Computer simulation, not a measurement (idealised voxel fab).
process module | voxel wiring stack
cross-section cut | 185 nm wide | cells 5 nm
A cross-section is a grid of square cells, given in bands from the top down. A band is one or more rows of cells.
Each band's line starts with the height of the band's top and of its bottom, in nm. Then come its materials from left to right, each with its width in nm. One material with "throughout" fills the band from edge to edge. "air" is empty space.
Height 0 is the level under which the wafer as received is all one material. The lowest band goes on downwards, as in "0 down".
A width such as "30 to 40" changes by the same amount from each row of cells to the next, from the band's top row to its bottom row.
"no change" after a step means that no cell of the cross-section changed.
closed voids: empty space of 8 cells or more with no open way to the top, each as width x height at its distance from the left edge, in nm
after a step's settings: what the simulator itself notes on the step
overlay nm, on a step with a mask: how far to the right of its planned place the mask lay; to the left if negative
plan
1 op RECEIVE | material Si
2 op CONFORMAL_DEP | material SiO2 | thk nm 15
3 op CONFORMAL_DEP | material SiCN | thk nm 5
4 op DIRECTIONAL_DEP | material SiO2 | thk nm 20
5 op MASKED_ETCH | tone open | mask id METAL_1 | width nm 30 | pitch nm 60 | etch materials SiO2 | depth nm 20 | overlay nm 0
6 op MASKED_ETCH | tone open | mask id METAL_1 | width nm 30 | pitch nm 60 | etch materials SiCN | depth nm 5 | overlay nm 0
7 op CONFORMAL_DEP | material TiN | thk nm 5
8 op FILL_DEP | material Ru | thk nm 10
9 op CMP | height nm 40
10 op CONFORMAL_DEP | material SiCN | thk nm 5
11 op DIRECTIONAL_DEP | material SiO2 | thk nm 25
12 op PATTERN | tone open | mask id METAL_2 | material resist | width nm 30 | pitch nm 60 | thk nm 15 | overlay nm 0
13 op DIRECTIONAL_ETCH | etch materials SiO2 | depth nm 15
14 op STRIP | etch materials resist
15 op MASKED_ETCH | tone open | mask id METAL_2_HOLES | width nm 15 | pitch nm 60 | etch materials SiO2 | depth nm 10 | overlay nm 0
16 op MASKED_ETCH | tone open | mask id METAL_2_HOLES | width nm 15 | pitch nm 60 | etch materials SiCN | depth nm 5 | overlay nm 0
17 op CONFORMAL_DEP | material TiN | thk nm 5
18 op FILL_DEP | material Cu | thk nm 10
19 op CMP | height nm 70
20 op CONFORMAL_DEP | material SiCN | thk nm 5
21 op DIRECTIONAL_DEP | material SiO2 | thk nm 35
22 op MASKED_ETCH | tone open | mask id METAL_3_HOLES | width nm 15 | pitch nm 120 | etch materials SiO2 | depth nm 35 | overlay nm 0
23 op MASKED_ETCH | tone open | mask id METAL_3 | width nm 30 | pitch nm 60 | etch materials SiO2 | depth nm 20 | overlay nm 0
24 op MASKED_ETCH | tone open | mask id METAL_3 | width nm 30 | pitch nm 60 | etch materials SiCN | depth nm 5 | overlay nm 0
25 op CONFORMAL_DEP | material TiN | thk nm 5
26 op FILL_DEP | material Ru | thk nm 5
27 op CMP | height nm 110
28 op CONFORMAL_DEP | material SiCN | thk nm 5
first wafer, as planned
as received, after step 1
  0 down: Si throughout
  closed voids: none
after step 2
  15 to 0: SiO2 throughout
  below 0: unchanged
after step 3
  20 to 15: SiCN throughout
  below 15: unchanged
after step 4
  40 to 20: SiO2 throughout
  below 20: unchanged
after step 5
  40 to 20: SiO2 15 | air 30 | SiO2 30 | air 30 | SiO2 30 | air 30 | SiO2 20
  below 20: unchanged
after step 6
  40 to 20: SiO2 15 | air 30 | SiO2 30 | air 30 | SiO2 30 | air 30 | SiO2 20
  20 to 15: SiCN 15 | air 30 | SiCN 30 | air 30 | SiCN 30 | air 30 | SiCN 20
  below 15: unchanged
after step 7
  45 to 40: TiN 20 | air 20 | TiN 40 | air 20 | TiN 40 | air 20 | TiN 25
  40 to 20: SiO2 15 | TiN 5 | air 20 | TiN 5 | SiO2 30 | TiN 5 | air 20 | TiN 5 | SiO2 30 | TiN 5 | air 20 | TiN 5 | SiO2 20
  20 to 15: SiCN 15 | TiN 30 | SiCN 30 | TiN 30 | SiCN 30 | TiN 30 | SiCN 20
  below 15: unchanged
after step 8
  55 to 45: Ru throughout
  45 to 40: TiN 20 | Ru 20 | TiN 40 | Ru 20 | TiN 40 | Ru 20 | TiN 25
  40 to 20: SiO2 15 | TiN 5 | Ru 20 | TiN 5 | SiO2 30 | TiN 5 | Ru 20 | TiN 5 | SiO2 30 | TiN 5 | Ru 20 | TiN 5 | SiO2 20
  below 20: unchanged
after step 9
  40 to 20: SiO2 15 | TiN 5 | Ru 20 | TiN 5 | SiO2 30 | TiN 5 | Ru 20 | TiN 5 | SiO2 30 | TiN 5 | Ru 20 | TiN 5 | SiO2 20
  below 20: unchanged
after step 10
  45 to 40: SiCN throughout
  below 40: unchanged
after step 11
  70 to 45: SiO2 throughout
  below 45: unchanged
after step 12
  85 to 70: resist 15 | air 30 | resist 30 | air 30 | resist 30 | air 30 | resist 20
  below 70: unchanged
after step 13
  85 to 70: resist 15 | air 30 | resist 30 | air 30 | resist 30 | air 30 | resist 20
  70 to 55: SiO2 15 | air 30 | SiO2 30 | air 30 | SiO2 30 | air 30 | SiO2 20
  below 55: unchanged
after step 14
  70 to 55: SiO2 15 | air 30 | SiO2 30 | air 30 | SiO2 30 | air 30 | SiO2 20
  below 55: unchanged
after step 15
  70 to 55: SiO2 15 | air 30 | SiO2 30 | air 30 | SiO2 30 | air 30 | SiO2 20
  55 to 45: SiO2 15 | air 15 | SiO2 45 | air 15 | SiO2 45 | air 15 | SiO2 35
  below 45: unchanged
after step 16
  70 to 55: SiO2 15 | air 30 | SiO2 30 | air 30 | SiO2 30 | air 30 | SiO2 20
  55 to 45: SiO2 15 | air 15 | SiO2 45 | air 15 | SiO2 45 | air 15 | SiO2 35
  45 to 40: SiCN 15 | air 15 | SiCN 45 | air 15 | SiCN 45 | air 15 | SiCN 35
  below 40: unchanged
after step 17
  75 to 70: TiN 20 | air 20 | TiN 40 | air 20 | TiN 40 | air 20 | TiN 25
  70 to 60: SiO2 15 | TiN 5 | air 20 | TiN 5 | SiO2 30 | TiN 5 | air 20 | TiN 5 | SiO2 30 | TiN 5 | air 20 | TiN 5 | SiO2 20
  60 to 55: SiO2 15 | TiN 5 | air 5 | TiN 20 | SiO2 30 | TiN 5 | air 5 | TiN 20 | SiO2 30 | TiN 5 | air 5 | TiN 20 | SiO2 20
  55 to 45: SiO2 15 | TiN 5 | air 5 | TiN 5 | SiO2 45 | TiN 5 | air 5 | TiN 5 | SiO2 45 | TiN 5 | air 5 | TiN 5 | SiO2 35
  45 to 40: SiCN 15 | TiN 15 | SiCN 45 | TiN 15 | SiCN 45 | TiN 15 | SiCN 35
  below 40: unchanged
after step 18
  85 to 75: Cu throughout
  75 to 70: TiN 20 | Cu 20 | TiN 40 | Cu 20 | TiN 40 | Cu 20 | TiN 25
  70 to 60: SiO2 15 | TiN 5 | Cu 20 | TiN 5 | SiO2 30 | TiN 5 | Cu 20 | TiN 5 | SiO2 30 | TiN 5 | Cu 20 | TiN 5 | SiO2 20
  60 to 55: SiO2 15 | TiN 5 | Cu 5 | TiN 20 | SiO2 30 | TiN 5 | Cu 5 | TiN 20 | SiO2 30 | TiN 5 | Cu 5 | TiN 20 | SiO2 20
  55 to 45: SiO2 15 | TiN 5 | Cu 5 | TiN 5 | SiO2 45 | TiN 5 | Cu 5 | TiN 5 | SiO2 45 | TiN 5 | Cu 5 | TiN 5 | SiO2 35
  below 45: unchanged
after step 19
  70 to 60: SiO2 15 | TiN 5 | Cu 20 | TiN 5 | SiO2 30 | TiN 5 | Cu 20 | TiN 5 | SiO2 30 | TiN 5 | Cu 20 | TiN 5 | SiO2 20
  below 60: unchanged
after step 20
  75 to 70: SiCN throughout
  below 70: unchanged
after step 21
  110 to 75: SiO2 throughout
  below 75: unchanged
after step 22
  110 to 75: SiO2 15 | air 15 | SiO2 105 | air 15 | SiO2 35
  below 75: unchanged
after step 23
  110 to 90: SiO2 15 | air 30 | SiO2 30 | air 30 | SiO2 30 | air 30 | SiO2 20
  below 90: unchanged
after step 24
  110 to 90: SiO2 15 | air 30 | SiO2 30 | air 30 | SiO2 30 | air 30 | SiO2 20
  90 to 75: SiO2 15 | air 15 | SiO2 105 | air 15 | SiO2 35
  75 to 70: SiCN 15 | air 15 | SiCN 105 | air 15 | SiCN 35
  below 70: unchanged
after step 25
  115 to 110: TiN 20 | air 20 | TiN 40 | air 20 | TiN 40 | air 20 | TiN 25
  110 to 95: SiO2 15 | TiN 5 | air 20 | TiN 5 | SiO2 30 | TiN 5 | air 20 | TiN 5 | SiO2 30 | TiN 5 | air 20 | TiN 5 | SiO2 20
  95 to 90: SiO2 15 | TiN 5 | air 5 | TiN 20 | SiO2 30 | TiN 30 | SiO2 30 | TiN 5 | air 5 | TiN 20 | SiO2 20
  90 to 75: SiO2 15 | TiN 5 | air 5 | TiN 5 | SiO2 105 | TiN 5 | air 5 | TiN 5 | SiO2 35
  75 to 70: SiCN 15 | TiN 15 | SiCN 105 | TiN 15 | SiCN 35
  below 70: unchanged
after step 26
  120 to 115: Ru throughout
  115 to 110: TiN 20 | Ru 20 | TiN 40 | Ru 20 | TiN 40 | Ru 20 | TiN 25
  110 to 95: SiO2 15 | TiN 5 | Ru 20 | TiN 5 | SiO2 30 | TiN 5 | Ru 20 | TiN 5 | SiO2 30 | TiN 5 | Ru 20 | TiN 5 | SiO2 20
  95 to 90: SiO2 15 | TiN 5 | Ru 5 | TiN 20 | SiO2 30 | TiN 30 | SiO2 30 | TiN 5 | Ru 5 | TiN 20 | SiO2 20
  90 to 75: SiO2 15 | TiN 5 | Ru 5 | TiN 5 | SiO2 105 | TiN 5 | Ru 5 | TiN 5 | SiO2 35
  below 75: unchanged
after step 27
  110 to 95: SiO2 15 | TiN 5 | Ru 20 | TiN 5 | SiO2 30 | TiN 5 | Ru 20 | TiN 5 | SiO2 30 | TiN 5 | Ru 20 | TiN 5 | SiO2 20
  below 95: unchanged
after step 28
  115 to 110: SiCN throughout
  below 110: unchanged
second wafer: like start, like plan, one mistake. Through step 23 it matches the first wafer
when step 24 should have ended
  110 to 85: SiO2 15 | air 30 | SiO2 30 | air 30 | SiO2 30 | air 30 | SiO2 20
  below 85: unchanged
when step 25 should have ended
  115 to 110: TiN 20 | air 20 | TiN 40 | air 20 | TiN 40 | air 20 | TiN 25
  110 to 90: SiO2 15 | TiN 5 | air 20 | TiN 5 | SiO2 30 | TiN 5 | air 20 | TiN 5 | SiO2 30 | TiN 5 | air 20 | TiN 5 | SiO2 20
  90 to 85: SiO2 15 | TiN 5 | air 5 | TiN 20 | SiO2 30 | TiN 30 | SiO2 30 | TiN 5 | air 5 | TiN 20 | SiO2 20
  85 to 80: SiO2 15 | TiN 5 | air 5 | TiN 5 | SiO2 105 | TiN 5 | air 5 | TiN 5 | SiO2 35
  80 to 75: SiO2 15 | TiN 15 | SiO2 105 | TiN 15 | SiO2 35
  below 75: unchanged
when step 26 should have ended
  120 to 115: Ru throughout
  115 to 110: TiN 20 | Ru 20 | TiN 40 | Ru 20 | TiN 40 | Ru 20 | TiN 25
  110 to 90: SiO2 15 | TiN 5 | Ru 20 | TiN 5 | SiO2 30 | TiN 5 | Ru 20 | TiN 5 | SiO2 30 | TiN 5 | Ru 20 | TiN 5 | SiO2 20
  90 to 85: SiO2 15 | TiN 5 | Ru 5 | TiN 20 | SiO2 30 | TiN 30 | SiO2 30 | TiN 5 | Ru 5 | TiN 20 | SiO2 20
  85 to 80: SiO2 15 | TiN 5 | Ru 5 | TiN 5 | SiO2 105 | TiN 5 | Ru 5 | TiN 5 | SiO2 35
  below 80: unchanged
when step 27 should have ended
  110 to 90: SiO2 15 | TiN 5 | Ru 20 | TiN 5 | SiO2 30 | TiN 5 | Ru 20 | TiN 5 | SiO2 30 | TiN 5 | Ru 20 | TiN 5 | SiO2 20
  below 90: unchanged
when step 28 should have ended
  115 to 110: SiCN throughout
  below 110: unchanged
what went wrong: step 24 ran as: op MASKED_ETCH | tone open | mask id METAL_3 | width nm 30 | pitch nm 60 | etch materials SiO2 | depth nm 5 | overlay nm 0
at the end the second wafer has, in cells: 8 more of Ru | 6 more of SiCN | 12 fewer of SiO2 | 2 fewer of TiN
